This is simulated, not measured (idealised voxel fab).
You're looking at the process module voxel wiring stack.
We display cut, a cross-section 190 nm in width whose square cells are each 5 nm.
A cross-section in this document is a grid of square cells, and it is written down as bands, the top band listed before the ones below it; a band is made up of one or more rows of cells.
Each band's line starts with the height of the band's top and of its bottom, in nm. Then come its materials from left to right, each with its width in nm. One material with "everywhere" fills the band from edge to edge. "blank" is empty space.
Heights from 0 (as-received wafer is one material below). Bottom band endless downward, as "0 and below".
Read "30->40" as a graded width: first number on top, second number at the bottom, same change between each pair of neighbouring rows.
"no modification" means the step left every cell of the cross-section as it was.
If an empty space has no open way to the top and is at least 8 cells in size, "Closed void catalog" lists it, written width x height at distance, where distance is measured from the left edge and every value is in nm.
On each step's line, the part that comes after the settings is the simulator's own comment on the step.
If you see "overlay nm" on a step's line and that step has a mask, it's telling you how far right of where it was planned the mask ended up; a negative number means it went left instead.
Guide to the pairs. Each holds a before and an after cross-section around one process step; the after cross-section is cut off at the lowest band that changed. Look under the pair for the step between them and its settings. Pairs can come from different runs of this module on the same starting wafer, so a pair follows on from the one above it only where its entry headed "Pre-process cross-section" says it does.
Pre-process cross-section
- 110 down to 95 = lowk: 50  Ru: 15  lowk: 125
- 95 down to 90 = SiCN: 50  Ru: 15  SiCN: 125
- 90 down to 85 = lowk: 45  SiCN: 5  W: 20  SiCN: 15  lowk: 15  SiCN: 5  W: 20  SiCN: 15  lowk: 50
- 85 down to 65 = lowk: 45  SiCN: 5  W: 30  SiCN: 5  lowk: 15  SiCN: 5  W: 30  SiCN: 5  lowk: 50
- 65 down to 60 = lowk: 40  SiCN: 10  TiN: 20  W: 10  SiCN: 5  lowk: 10  SiCN: 10  TiN: 20  W: 10  SiCN: 5  lowk: 50
- 60 down to 55 = lowk: 40  SiCN: 5  Ru: 25  TiN: 10  SiCN: 10  lowk: 5  SiCN: 5  Ru: 25  TiN: 10  SiCN: 10  lowk: 45
- 55 down to 50 = SiCN: 45  lowk: 5  Ru: 15  lowk: 20  SiCN: 15  lowk: 5  Ru: 15  lowk: 20  SiCN: 50
- 50 down to 40 = lowk: 50->45  Ru: 15->40  lowk: 40->15  Ru: 15->40  lowk: 70->50
- 40 down to 15 = SiO2: 50  TiN: 5  Cu: 20  TiN: 5  SiO2: 25  TiN: 5  Cu: 20  TiN: 5  SiO2: 55
- 15 down to 10 = SiCN: 50  TiN: 30  SiCN: 25  TiN: 30  SiCN: 55
- 10 down to 0 = SiO2 everywhere
- 0 and below = Si everywhere
- Closed void catalog: none
Resultant Cross-Section
- 115 down to 110 = TiN everywhere
- Everything below 110 is unchanged.
- Closed void catalog: none
The process step separating the two cross-sections depicted above is as follows: DIRECTIONAL_DEP [material TiN] [thk nm 5]
Pre-process cross-section: the state before this step is the cross-section shown after the step in the pair just above.
Resultant Cross-Section
- 130 down to 115 = Ru everywhere
- Everything below 115 is unchanged.
- Closed void catalog: none
The process step separating the two cross-sections depicted above is as follows: DIRECTIONAL_DEP [material Ru] [thk nm 15]
Pre-process cross-section: the state before this step is the cross-section shown after the step in the pair just above.
Resultant Cross-Section
- 145 down to 130 = aC everywhere
- Everything below 130 is unchanged.
- Closed void catalog: none
The process step separating the two cross-sections depicted above is as follows: DIRECTIONAL_DEP [material aC] [thk nm 15]
Pre-process cross-section: the state before this step is the cross-section shown after the step in the pair just above.
Resultant Cross-Section
- 175 down to 145 = blank: 50  resist: 30  blank: 25  resist: 30  blank: 55
- Everything below 145 is unchanged.
- Closed void catalog: none
The process step separating the two cross-sections depicted above is as follows: PATTERN [tone cover] [mask id METAL_3] [material resist] [width nm 30] [pitch nm 55] [thk nm 30] [overlay nm 0]
Pre-process cross-section: the state before this step is the cross-section shown after the step in the pair just above.
Resultant Cross-Section
- 160 down to 145 = blank: 50  resist: 30  blank: 25  resist: 30  blank: 55
- 145 down to 130 = blank: 50  aC: 30  blank: 25  aC: 30  blank: 55
- Everything below 130 is unchanged.
- Closed void catalog: none
The process step separating the two cross-sections depicted above is as follows: DIRECTIONAL_ETCH [etch materials aC] [depth nm 15]
Pre-process cross-section: the state before this step is the cross-section shown after the step in the pair just above.
Resultant Cross-Section
- 145 down to 130 = blank: 50  aC: 30  blank: 25  aC: 30  blank: 55
- Everything below 130 is unchanged.
- Closed void catalog: none
The process step separating the two cross-sections depicted above is as follows: STRIP [etch materials resist]
Pre-process cross-section: the state before this step is the cross-section shown after the step in the pair just above.
Resultant Cross-Section
- 145 down to 130 = blank: 50  aC: 30  blank: 25  aC: 30  blank: 55
- 130 down to 115 = blank: 50  Ru: 30  blank: 25  Ru: 30  blank: 55
- Everything below 115 is unchanged.
- Closed void catalog: none
The process step separating the two cross-sections depicted above is as follows: DIRECTIONAL_ETCH [etch materials Ru] [depth nm 15]
Pre-process cross-section: the state before this step is the cross-section shown after the step in the pair just above.
Resultant Cross-Section
- 145 down to 130 = blank: 50  aC: 30  blank: 25  aC: 30  blank: 55
- 130 down to 115 = blank: 50  Ru: 30  blank: 25  Ru: 30  blank: 55
- 115 down to 110 = blank: 50  TiN: 30  blank: 25  TiN: 30  blank: 55
- Everything below 110 is unchanged.
- Closed void catalog: none
The process step separating the two cross-sections depicted above is as follows: DIRECTIONAL_ETCH [etch materials TiN] [depth nm 5]
Pre-process cross-section: the state before this step is the cross-section shown after the step in the pair just above.
Resultant Cross-Section
- 130 down to 115 = blank: 50  Ru: 30  blank: 25  Ru: 30  blank: 55
- Everything below 115 is unchanged.
- Closed void catalog: none
The process step separating the two cross-sections depicted above is as follows: STRIP [etch materials aC]
Pre-process cross-section: the state before this step is the cross-section shown after the step in the pair just above.
Resultant Cross-Section
- 135 down to 130 = blank: 45  SiN: 40  blank: 15  SiN: 40  blank: 50
- 130 down to 115 = blank: 45  SiN: 5  Ru: 30  SiN: 5  blank: 15  SiN: 5  Ru: 30  SiN: 5  blank: 50
- 115 down to 110 = SiN: 50  TiN: 30  SiN: 25  TiN: 30  SiN: 55
- Everything below 110 is unchanged.
- Closed void catalog: none
The process step separating the two cross-sections depicted above is as follows: CONFORMAL_DEP [material SiN] [thk nm 5]
Pre-process cross-section: the state before this step is the cross-section shown after the step in the pair just above.
Resultant Cross-Section
- 145 down to 135 = SiO2 everywhere
- 135 down to 130 = SiO2: 45  SiN: 40  SiO2: 15  SiN: 40  SiO2: 50
- 130 down to 115 = SiO2: 45  SiN: 5  Ru: 30  SiN: 5  SiO2: 15  SiN: 5  Ru: 30  SiN: 5  SiO2: 50
- Everything below 115 is unchanged.
- Closed void catalog: none
The process step separating the two cross-sections depicted above is as follows: FILL_DEP [material SiO2] [thk nm 10]
Pre-process cross-section: the state before this step is the cross-section shown after the step in the pair just above.
Resultant Cross-Section
- 130 down to 115 = SiO2: 45  SiN: 5  Ru: 30  SiN: 5  SiO2: 15  SiN: 5  Ru: 30  SiN: 5  SiO2: 50
- Everything below 115 is unchanged.
- Closed void catalog: none
The process step separating the two cross-sections depicted above is as follows: CMP [height nm 130]
Pre-process cross-section: the state before this step is the cross-section shown after the step in the pair just above.
Resultant Cross-Section
- 135 down to 130 = SiN everywhere
- Everything below 130 is unchanged.
- Closed void catalog: none
The process step separating the two cross-sections depicted above is as follows: CONFORMAL_DEP [material SiN] [thk nm 5]
Pre-process cross-section
- 60 down to 55 = lowk: 50  blank: 15  lowk: 40  blank: 15  lowk: 70
- 55 down to 50 = lowk: 50  Ru: 15  lowk: 40  Ru: 15  lowk: 70
- 50 down to 40 = SiCN: 50->45  Ru: 15->40  SiCN: 40->15  Ru: 15->40  SiCN: 70->50
- 40 down to 15 = SiO2: 50  TiN: 5  Cu: 20  TiN: 5  SiO2: 25  TiN: 5  Cu: 20  TiN: 5  SiO2: 55
- 15 down to 10 = SiCN: 50  TiN: 30  SiCN: 25  TiN: 30  SiCN: 55
- 10 down to 0 = SiO2 everywhere
- 0 and below = Si everywhere
- Closed void catalog: none
Resultant Cross-Section
- 65 down to 60 = blank: 45  Ru: 25  blank: 30  Ru: 25  blank: 65
- 60 down to 50 = lowk: 50  Ru: 15  lowk: 40  Ru: 15  lowk: 70
- Everything below 50 is unchanged.
- Closed void catalog: none
The process step separating the two cross-sections depicted above is as follows: EPI [material Ru] [thk nm 10]
Pre-process cross-section: the state before this step is the cross-section shown after the step in the pair just above.
Resultant Cross-Section
- 70 down to 60 = blank: 40  Ru: 35  blank: 20  Ru: 35  blank: 60
- Everything below 60 is unchanged.
- Closed void catalog: none
The process step separating the two cross-sections depicted above is as follows: EPI [material Ru] [thk nm 5]
Pre-process cross-section: the state before this step is the cross-section shown after the step in the pair just above.
Resultant Cross-Section
- 75 down to 70 = blank: 40  TiN: 35  blank: 20  TiN: 35  blank: 60
- 70 down to 65 = blank: 40  Ru: 35  blank: 20  Ru: 35  blank: 60
- 65 down to 60 = TiN: 40  Ru: 35  TiN: 20  Ru: 35  TiN: 60
- Everything below 60 is unchanged.
- Closed void catalog: none
The process step separating the two cross-sections depicted above is as follows: DIRECTIONAL_DEP [material TiN] [thk nm 5]
Pre-process cross-section: the state before this step is the cross-section shown after the step in the pair just above.
Resultant Cross-Section
- 100 down to 90 = blank: 40  W: 35  blank: 20  W: 35  blank: 60
- 90 down to 75 = W everywhere
- 75 down to 70 = W: 40  TiN: 35  W: 20  TiN: 35  W: 60
- 70 down to 65 = W: 40  Ru: 35  W: 20  Ru: 35  W: 60
- Everything below 65 is unchanged.
- Closed void catalog: none
The process step separating the two cross-sections depicted above is as follows: DIRECTIONAL_DEP [material W] [thk nm 25]
Pre-process cross-section: the state before this step is the cross-section shown after the step in the pair just above.
Resultant Cross-Section
- 120 down to 100 = blank: 50  resist: 30  blank: 25  resist: 30  blank: 55
- 100 down to 90 = blank: 40  W: 35  resist: 5  blank: 15  W: 35  resist: 5  blank: 55
- Everything below 90 is unchanged.
- Closed void catalog: none
The process step separating the two cross-sections depicted above is as follows: PATTERN [tone cover] [mask id METAL_2] [material resist] [width nm 30] [pitch nm 55] [thk nm 20] [overlay nm 0]
Pre-process cross-section: the state before this step is the cross-section shown after the step in the pair just above.
Resultant Cross-Section
- 120 down to 100 = blank: 50  resist: 30  blank: 25  resist: 30  blank: 55
- 100 down to 90 = blank: 50  W: 25  resist: 5  blank: 25  W: 25  resist: 5  blank: 55
- 90 down to 75 = blank: 50  W: 30  blank: 25  W: 30  blank: 55
- 75 down to 70 = blank: 40  TiN: 35  W: 5  blank: 15  TiN: 35  W: 5  blank: 55
- 70 down to 65 = blank: 40  Ru: 35  W: 5  blank: 15  Ru: 35  W: 5  blank: 55
- Everything below 65 is unchanged.
- Closed void catalog: none
The process step separating the two cross-sections depicted above is as follows: DIRECTIONAL_ETCH [etch materials W] [depth nm 25]
Pre-process cross-section: the state before this step is the cross-section shown after the step in the pair just above.
Resultant Cross-Section
- 120 down to 100 = blank: 50  resist: 30  blank: 25  resist: 30  blank: 55
- 100 down to 90 = blank: 50  W: 25  resist: 5  blank: 25  W: 25  resist: 5  blank: 55
- 90 down to 75 = blank: 50  W: 30  blank: 25  W: 30  blank: 55
- 75 down to 70 = blank: 50  TiN: 25  W: 5  blank: 25  TiN: 25  W: 5  blank: 55
- 70 down to 65 = blank: 40  Ru: 35  W: 5  blank: 15  Ru: 35  W: 5  blank: 55
- 65 down to 60 = blank: 40  Ru: 35  TiN: 5  blank: 15  Ru: 35  TiN: 5  blank: 55
- Everything below 60 is unchanged.
- Closed void catalog: none
The process step separating the two cross-sections depicted above is as follows: DIRECTIONAL_ETCH [etch materials TiN] [depth nm 5]
Pre-process cross-section: the state before this step is the cross-section shown after the step in the pair just above.
Resultant Cross-Section
- 100 down to 90 = blank: 50  W: 25  blank: 30  W: 25  blank: 60
- Everything below 90 is unchanged.
- Closed void catalog: none
The process step separating the two cross-sections depicted above is as follows: STRIP [etch materials resist]
Pre-process cross-section: the state before this step is the cross-section shown after the step in the pair just above.
Resultant Cross-Section
- 105 down to 100 = blank: 45  SiCN: 35  blank: 20  SiCN: 35  blank: 55
- 100 down to 90 = blank: 45  SiCN: 5  W: 25  SiCN: 5->10  blank: 20->15  SiCN: 5  W: 25  SiCN: 5->10  blank: 55->50
- 90 down to 75 = blank: 45  SiCN: 5  W: 30  SiCN: 5  blank: 15  SiCN: 5  W: 30  SiCN: 5  blank: 50
- 75 down to 70 = blank: 35  SiCN: 15  TiN: 25  W: 5  SiCN: 5  blank: 5  SiCN: 15  TiN: 25  W: 5  SiCN: 5  blank: 50
- 70 down to 65 = blank: 35  SiCN: 5  Ru: 35  W: 5  SiCN: 5  blank: 5  SiCN: 5  Ru: 35  W: 5  SiCN: 5  blank: 50
- 65 down to 60 = SiCN: 40  Ru: 35  TiN: 5  SiCN: 15  Ru: 35  TiN: 5  SiCN: 55
- Everything below 60 is unchanged.
- Closed void catalog: none
The process step separating the two cross-sections depicted above is as follows: CONFORMAL_DEP [material SiCN] [thk nm 5]
Pre-process cross-section: the state before this step is the cross-section shown after the step in the pair just above.
Resultant Cross-Section
- 110 down to 105 = lowk everywhere
- 105 down to 100 = lowk: 45  SiCN: 35  lowk: 20  SiCN: 35  lowk: 55
- 100 down to 90 = lowk: 45  SiCN: 5  W: 25  SiCN: 5->10  lowk: 20->15  SiCN: 5  W: 25  SiCN: 5->10  lowk: 55->50
- 90 down to 75 = lowk: 45  SiCN: 5  W: 30  SiCN: 5  lowk: 15  SiCN: 5  W: 30  SiCN: 5  lowk: 50
- 75 down to 70 = lowk: 35  SiCN: 15  TiN: 25  W: 5  SiCN: 5  lowk: 5  SiCN: 15  TiN: 25  W: 5  SiCN: 5  lowk: 50
- 70 down to 65 = lowk: 35  SiCN: 5  Ru: 35  W: 5  SiCN: 5  lowk: 5  SiCN: 5  Ru: 35  W: 5  SiCN: 5  lowk: 50
- Everything below 65 is unchanged.
- Closed void catalog: none
The process step separating the two cross-sections depicted above is as follows: FILL_DEP [material lowk] [thk nm 5]
Pre-process cross-section: the state before this step is the cross-section shown after the step in the pair just above.
Resultant Cross-Section
- 90 down to 75 = lowk: 45  SiCN: 5  W: 30  SiCN: 5  lowk: 15  SiCN: 5  W: 30  SiCN: 5  lowk: 50
- Everything below 75 is unchanged.
- Closed void catalog: none
The process step separating the two cross-sections depicted above is as follows: CMP [height nm 90]
Pre-process cross-section: the state before this step is the cross-section shown after the step in the pair just above.
Resultant Cross-Section
- 95 down to 90 = SiCN everywhere
- Everything below 90 is unchanged.
- Closed void catalog: none
The process step separating the two cross-sections depicted above is as follows: CONFORMAL_DEP [material SiCN] [thk nm 5]
Pre-process cross-section: the state before this step is the cross-section shown after the step in the pair just above.
Resultant Cross-Section
- 110 down to 95 = lowk everywhere
- Everything below 95 is unchanged.
- Closed void catalog: none
The process step separating the two cross-sections depicted above is as follows: DIRECTIONAL_DEP [material lowk] [thk nm 15]
Pre-process cross-section: the state before this step is the cross-section shown after the step in the pair just above.
Resultant Cross-Section
- 125 down to 110 = aC everywhere
- Everything below 110 is unchanged.
- Closed void catalog: none
The process step separating the two cross-sections depicted above is as follows: DIRECTIONAL_DEP [material aC] [thk nm 15]
Pre-process cross-section: the state before this step is the cross-section shown after the step in the pair just above.
Resultant Cross-Section
- 155 down to 125 = resist: 50  blank: 15  resist: 125
- Everything below 125 is unchanged.
- Closed void catalog: none
The process step separating the two cross-sections depicted above is as follows: PATTERN [tone open] [mask id PLUG_2] [material resist] [width nm 15] [thk nm 30] [overlay nm 0]
Pre-process cross-section: the state before this step is the cross-section shown after the step in the pair just above.
Resultant Cross-Section
- 140 down to 125 = resist: 50  blank: 15  resist: 125
- 125 down to 110 = aC: 50  blank: 15  aC: 125
- Everything below 110 is unchanged.
- Closed void catalog: none
The process step separating the two cross-sections depicted above is as follows: DIRECTIONAL_ETCH [etch materials aC] [depth nm 15]
Pre-process cross-section: the state before this step is the cross-section shown after the step in the pair just above.
Resultant Cross-Section
- 125 down to 110 = aC: 50  blank: 15  aC: 125
- Everything below 110 is unchanged.
- Closed void catalog: none
The process step separating the two cross-sections depicted above is as follows: STRIP [etch materials resist]
Pre-process cross-section: the state before this step is the cross-section shown after the step in the pair just above.
Resultant Cross-Section
- 125 down to 110 = aC: 50  blank: 15  aC: 125
- 110 down to 95 = lowk: 50  blank: 15  lowk: 125
- Everything below 95 is unchanged.
- Closed void catalog: none
The process step separating the two cross-sections depicted above is as follows: DIRECTIONAL_ETCH [etch materials lowk] [depth nm 15]
Pre-process cross-section: the state before this step is the cross-section shown after the step in the pair just above.
Resultant Cross-Section
- 125 down to 110 = aC: 50  blank: 15  aC: 125
- 110 down to 95 = lowk: 50  blank: 15  lowk: 125
- 95 down to 90 = SiCN: 50  blank: 15  SiCN: 125
- Everything below 90 is unchanged.
- Closed void catalog: none
The process step separating the two cross-sections depicted above is as follows: DIRECTIONAL_ETCH [etch materials SiCN] [depth nm 5]
Pre-process cross-section: the state before this step is the cross-section shown after the step in the pair just above.
Resultant Cross-Section
- 110 down to 95 = lowk: 50  blank: 15  lowk: 125
- Everything below 95 is unchanged.
- Closed void catalog: none
The process step separating the two cross-sections depicted above is as follows: STRIP [etch materials aC]
Pre-process cross-section: the state before this step is the cross-section shown after the step in the pair just above.
Resultant Cross-Section
- 110 down to 100 = lowk: 50  blank: 15  lowk: 125
- 100 down to 95 = lowk: 50  Ru: 15  lowk: 125
- 95 down to 90 = SiCN: 50  Ru: 15  SiCN: 125
- Everything below 90 is unchanged.
- Closed void catalog: none
The process step separating the two cross-sections depicted above is as follows: EPI [material Ru] [thk nm 10]
Pre-process cross-section: the state before this step is the cross-section shown after the step in the pair just above.
Resultant Cross-Section
- 110 down to 95 = lowk: 50  Ru: 15  lowk: 125
- Everything below 95 is unchanged.
- Closed void catalog: none
The process step separating the two cross-sections depicted above is as follows: EPI [material Ru] [thk nm 10]
Pre-process cross-section: the state before this step is the cross-section shown after the step in the pair just above.
Resultant Cross-Section
- 115 down to 110 = TiN everywhere
- Everything below 110 is unchanged.
- Closed void catalog: none
The process step separating the two cross-sections depicted above is as follows: DIRECTIONAL_DEP [material TiN] [thk nm 5]
Pre-process cross-section: the state before this step is the cross-section shown after the step in the pair just above.
Resultant Cross-Section
- 130 down to 115 = Ru everywhere
- Everything below 115 is unchanged.
- Closed void catalog: none
The process step separating the two cross-sections depicted above is as follows: DIRECTIONAL_DEP [material Ru] [thk nm 15]
Pre-process cross-section: the state before this step is the cross-section shown after the step in the pair just above.
Resultant Cross-Section
- 145 down to 130 = aC everywhere
- Everything below 130 is unchanged.
- Closed void catalog: none
The process step separating the two cross-sections depicted above is as follows: DIRECTIONAL_DEP [material aC] [thk nm 15]
Pre-process cross-section: the state before this step is the cross-section shown after the step in the pair just above.
Resultant Cross-Section
- 175 down to 145 = blank: 50  resist: 30  blank: 25  resist: 30  blank: 55
- Everything below 145 is unchanged.
- Closed void catalog: none
The process step separating the two cross-sections depicted above is as follows: PATTERN [tone cover] [mask id METAL_3] [material resist] [width nm 30] [pitch nm 55] [thk nm 30] [overlay nm 0]
Pre-process cross-section: the state before this step is the cross-section shown after the step in the pair just above.
Resultant Cross-Section
- 160 down to 145 = blank: 50  resist: 30  blank: 25  resist: 30  blank: 55
- 145 down to 130 = blank: 50  aC: 30  blank: 25  aC: 30  blank: 55
- Everything below 130 is unchanged.
- Closed void catalog: none
The process step separating the two cross-sections depicted above is as follows: DIRECTIONAL_ETCH [etch materials aC] [depth nm 15]
Pre-process cross-section: the state before this step is the cross-section shown after the step in the pair just above.
Resultant Cross-Section
- 145 down to 130 = blank: 50  aC: 30  blank: 25  aC: 30  blank: 55
- Everything below 130 is unchanged.
- Closed void catalog: none
The process step separating the two cross-sections depicted above is as follows: STRIP [etch materials resist]
Pre-process cross-section: the state before this step is the cross-section shown after the step in the pair just above.
Resultant Cross-Section
- 145 down to 130 = blank: 50  aC: 30  blank: 25  aC: 30  blank: 55
- 130 down to 115 = blank: 50  Ru: 30  blank: 25  Ru: 30  blank: 55
- Everything below 115 is unchanged.
- Closed void catalog: none
The process step separating the two cross-sections depicted above is as follows: DIRECTIONAL_ETCH [etch materials Ru] [depth nm 15]
Pre-process cross-section: the state before this step is the cross-section shown after the step in the pair just above.
Resultant Cross-Section
- 145 down to 130 = blank: 50  aC: 30  blank: 25  aC: 30  blank: 55
- 130 down to 115 = blank: 50  Ru: 30  blank: 25  Ru: 30  blank: 55
- 115 down to 110 = blank: 50  TiN: 30  blank: 25  TiN: 30  blank: 55
- Everything below 110 is unchanged.
- Closed void catalog: none
The process step separating the two cross-sections depicted above is as follows: DIRECTIONAL_ETCH [etch materials TiN] [depth nm 5]
Pre-process cross-section: the state before this step is the cross-section shown after the step in the pair just above.
Resultant Cross-Section
- 130 down to 115 = blank: 50  Ru: 30  blank: 25  Ru: 30  blank: 55
- Everything below 115 is unchanged.
- Closed void catalog: none
The process step separating the two cross-sections depicted above is as follows: STRIP [etch materials aC]
Pre-process cross-section: the state before this step is the cross-section shown after the step in the pair just above.
Resultant Cross-Section
- 135 down to 130 = blank: 45  SiN: 40  blank: 15  SiN: 40  blank: 50
- 130 down to 115 = blank: 45  SiN: 5  Ru: 30  SiN: 5  blank: 15  SiN: 5  Ru: 30  SiN: 5  blank: 50
- 115 down to 110 = SiN: 50  TiN: 30  SiN: 25  TiN: 30  SiN: 55
- Everything below 110 is unchanged.
- Closed void catalog: none
The process step separating the two cross-sections depicted above is as follows: CONFORMAL_DEP [material SiN] [thk nm 5]
Pre-process cross-section: the state before this step is the cross-section shown after the step in the pair just above.
Resultant Cross-Section
- 145 down to 135 = SiO2 everywhere
- 135 down to 130 = SiO2: 45  SiN: 40  SiO2: 15  SiN: 40  SiO2: 50
- 130 down to 115 = SiO2: 45  SiN: 5  Ru: 30  SiN: 5  SiO2: 15  SiN: 5  Ru: 30  SiN: 5  SiO2: 50
- Everything below 115 is unchanged.
- Closed void catalog: none
The process step separating the two cross-sections depicted above is as follows: FILL_DEP [material SiO2] [thk nm 10]
Pre-process cross-section: the state before this step is the cross-section shown after the step in the pair just above.
Resultant Cross-Section
- 130 down to 115 = SiO2: 45  SiN: 5  Ru: 30  SiN: 5  SiO2: 15  SiN: 5  Ru: 30  SiN: 5  SiO2: 50
- Everything below 115 is unchanged.
- Closed void catalog: none
The process step separating the two cross-sections depicted above is as follows: CMP [height nm 130]
Pre-process cross-section: the state before this step is the cross-section shown after the step in the pair just above.
Resultant Cross-Section
- 135 down to 130 = SiN everywhere
- Everything below 130 is unchanged.
- Closed void catalog: none
The process step separating the two cross-sections depicted above is as follows: CONFORMAL_DEP [material SiN] [thk nm 5]
Pre-process cross-section
- 90 down to 65 = lowk: 45  SiCN: 5  W: 30  SiCN: 5  lowk: 15  SiCN: 5  W: 30  SiCN: 5  lowk: 50
- 65 down to 60 = SiCN: 50  TiN: 30  SiCN: 25  TiN: 30  SiCN: 55
- 60 down to 50 = lowk: 50  Ru: 15  lowk: 40  Ru: 15  lowk: 70
- 50 down to 40 = SiCN: 50->45  Ru: 15->40  SiCN: 40->15  Ru: 15->40  SiCN: 70->50
- 40 down to 15 = SiO2: 50  TiN: 5  Cu: 20  TiN: 5  SiO2: 25  TiN: 5  Cu: 20  TiN: 5  SiO2: 55
- 15 down to 10 = SiCN: 50  TiN: 30  SiCN: 25  TiN: 30  SiCN: 55
- 10 down to 0 = SiO2 everywhere
- 0 and below = Si everywhere
- Closed void catalog: none
Resultant Cross-Section
- 105 down to 90 = lowk everywhere
- Everything below 90 is unchanged.
- Closed void catalog: none
The process step separating the two cross-sections depicted above is as follows: DIRECTIONAL_DEP [material lowk] [thk nm 15]
Pre-process cross-section: the state before this step is the cross-section shown after the step in the pair just above.
Resultant Cross-Section
- 110 down to 105 = SiCN everywhere
- Everything below 105 is unchanged.
- Closed void catalog: none
The process step separating the two cross-sections depicted above is as follows: CONFORMAL_DEP [material SiCN] [thk nm 5]
Pre-process cross-section: the state before this step is the cross-section shown after the step in the pair just above.
Resultant Cross-Section
- 125 down to 110 = aC everywhere
- Everything below 110 is unchanged.
- Closed void catalog: none
The process step separating the two cross-sections depicted above is as follows: DIRECTIONAL_DEP [material aC] [thk nm 15]
Pre-process cross-section: the state before this step is the cross-section shown after the step in the pair just above.
Resultant Cross-Section
- 155 down to 125 = resist: 50  blank: 15  resist: 125
- Everything below 125 is unchanged.
- Closed void catalog: none
The process step separating the two cross-sections depicted above is as follows: PATTERN [tone open] [mask id PLUG_2] [material resist] [width nm 15] [thk nm 30] [overlay nm 0]
Pre-process cross-section: the state before this step is the cross-section shown after the step in the pair just above.
Resultant Cross-Section
- 140 down to 125 = resist: 50  blank: 15  resist: 125
- 125 down to 110 = aC: 50  blank: 15  aC: 125
- Everything below 110 is unchanged.
- Closed void catalog: none
The process step separating the two cross-sections depicted above is as follows: DIRECTIONAL_ETCH [etch materials aC] [depth nm 15]
Pre-process cross-section: the state before this step is the cross-section shown after the step in the pair just above.
Resultant Cross-Section
- 125 down to 110 = aC: 50  blank: 15  aC: 125
- Everything below 110 is unchanged.
- Closed void catalog: none
The process step separating the two cross-sections depicted above is as follows: STRIP [etch materials resist]
Pre-process cross-section: the state before this step is the cross-section shown after the step in the pair just above.
Resultant Cross-Section
- 125 down to 110 = aC: 50  blank: 15  aC: 125
- 110 down to 105 = SiCN: 50  blank: 15  SiCN: 125
- Everything below 105 is unchanged.
- Closed void catalog: none
The process step separating the two cross-sections depicted above is as follows: DIRECTIONAL_ETCH [etch materials SiCN] [depth nm 5]
Pre-process cross-section: the state before this step is the cross-section shown after the step in the pair just above.
Resultant Cross-Section
- 110 down to 105 = SiCN: 50  blank: 15  SiCN: 125
- Everything below 105 is unchanged.
- Closed void catalog: none
The process step separating the two cross-sections depicted above is as follows: STRIP [etch materials aC]
Pre-process cross-section: the state before this step is the cross-section shown after the step in the pair just above.
Resultant Cross-Section
- 115 down to 110 = TiN: 50  blank: 15  TiN: 125
- 110 down to 105 = SiCN: 50  TiN: 15  SiCN: 125
- Everything below 105 is unchanged.
- Closed void catalog: none
The process step separating the two cross-sections depicted above is as follows: DIRECTIONAL_DEP [material TiN] [thk nm 5]
Pre-process cross-section: the state before this step is the cross-section shown after the step in the pair just above.
Resultant Cross-Section
- 130 down to 125 = Ru: 50  blank: 15  Ru: 125
- 125 down to 115 = Ru everywhere
- 115 down to 110 = TiN: 50  Ru: 15  TiN: 125
- Everything below 110 is unchanged.
- Closed void catalog: none
The process step separating the two cross-sections depicted above is as follows: DIRECTIONAL_DEP [material Ru] [thk nm 15]
Pre-process cross-section: the state before this step is the cross-section shown after the step in the pair just above.
Resultant Cross-Section
- 145 down to 140 = aC: 50  blank: 15  aC: 125
- 140 down to 130 = aC everywhere
- 130 down to 125 = Ru: 50  aC: 15  Ru: 125
- Everything below 125 is unchanged.
- Closed void catalog: none
The process step separating the two cross-sections depicted above is as follows: DIRECTIONAL_DEP [material aC] [thk nm 15]
Pre-process cross-section: the state before this step is the cross-section shown after the step in the pair just above.
Resultant Cross-Section
- 175 down to 145 = blank: 50  resist: 30  blank: 25  resist: 30  blank: 55
- 145 down to 140 = aC: 50  resist: 15  aC: 125
- Everything below 140 is unchanged.
- Closed void catalog: none
The process step separating the two cross-sections depicted above is as follows: PATTERN [tone cover] [mask id METAL_3] [material resist] [width nm 30] [pitch nm 55] [thk nm 30] [overlay nm 0]
Pre-process cross-section: the state before this step is the cross-section shown after the step in the pair just above.
Resultant Cross-Section
- 160 down to 145 = blank: 50  resist: 30  blank: 25  resist: 30  blank: 55
- 145 down to 140 = blank: 50  resist: 15  aC: 15  blank: 25  aC: 30  blank: 55
- 140 down to 130 = blank: 50  aC: 30  blank: 25  aC: 30  blank: 55
- Everything below 130 is unchanged.
- Closed void catalog: none
The process step separating the two cross-sections depicted above is as follows: DIRECTIONAL_ETCH [etch materials aC] [depth nm 15]
Pre-process cross-section: the state before this step is the cross-section shown after the step in the pair just above.
Resultant Cross-Section
- 145 down to 140 = blank: 65  aC: 15  blank: 25  aC: 30  blank: 55
- Everything below 140 is unchanged.
- Closed void catalog: none
The process step separating the two cross-sections depicted above is as follows: STRIP [etch materials resist]
Pre-process cross-section: the state before this step is the cross-section shown after the step in the pair just above.
Resultant Cross-Section
- 145 down to 140 = blank: 65  aC: 15  blank: 25  aC: 30  blank: 55
- 140 down to 130 = blank: 50  aC: 30  blank: 25  aC: 30  blank: 55
- 130 down to 125 = blank: 50  aC: 15  Ru: 15  blank: 25  Ru: 30  blank: 55
- 125 down to 115 = blank: 50  Ru: 30  blank: 25  Ru: 30  blank: 55
- Everything below 115 is unchanged.
- Closed void catalog: none
The process step separating the two cross-sections depicted above is as follows: DIRECTIONAL_ETCH [etch materials Ru] [depth nm 15]
Pre-process cross-section: the state before this step is the cross-section shown after the step in the pair just above.
Resultant Cross-Section
- 145 down to 140 = blank: 65  aC: 15  blank: 25  aC: 30  blank: 55
- 140 down to 130 = blank: 50  aC: 30  blank: 25  aC: 30  blank: 55
- 130 down to 125 = blank: 50  aC: 15  Ru: 15  blank: 25  Ru: 30  blank: 55
- 125 down to 115 = blank: 50  Ru: 30  blank: 25  Ru: 30  blank: 55
- 115 down to 110 = blank: 50  Ru: 15  TiN: 15  blank: 25  TiN: 30  blank: 55
- Everything below 110 is unchanged.
- Closed void catalog: none
The process step separating the two cross-sections depicted above is as follows: DIRECTIONAL_ETCH [etch materials TiN] [depth nm 5]
Pre-process cross-section: the state before this step is the cross-section shown after the step in the pair just above.
Resultant Cross-Section
- 130 down to 125 = blank: 65  Ru: 15  blank: 25  Ru: 30  blank: 55
- Everything below 125 is unchanged.
- Closed void catalog: none
The process step separating the two cross-sections depicted above is as follows: STRIP [etch materials aC]
Pre-process cross-section: the state before this step is the cross-section shown after the step in the pair just above.
Resultant Cross-Section
- 135 down to 130 = blank: 60  SiN: 25  blank: 15  SiN: 40  blank: 50
- 130 down to 125 = blank: 45  SiN: 20  Ru: 15  SiN: 5  blank: 15  SiN: 5  Ru: 30  SiN: 5  blank: 50
- 125 down to 115 = blank: 45  SiN: 5  Ru: 30  SiN: 5  blank: 15  SiN: 5  Ru: 30  SiN: 5  blank: 50
- 115 down to 110 = SiN: 50  Ru: 15  TiN: 15  SiN: 25  TiN: 30  SiN: 55
- Everything below 110 is unchanged.
- Closed void catalog: none
The process step separating the two cross-sections depicted above is as follows: CONFORMAL_DEP [material SiN] [thk nm 5]
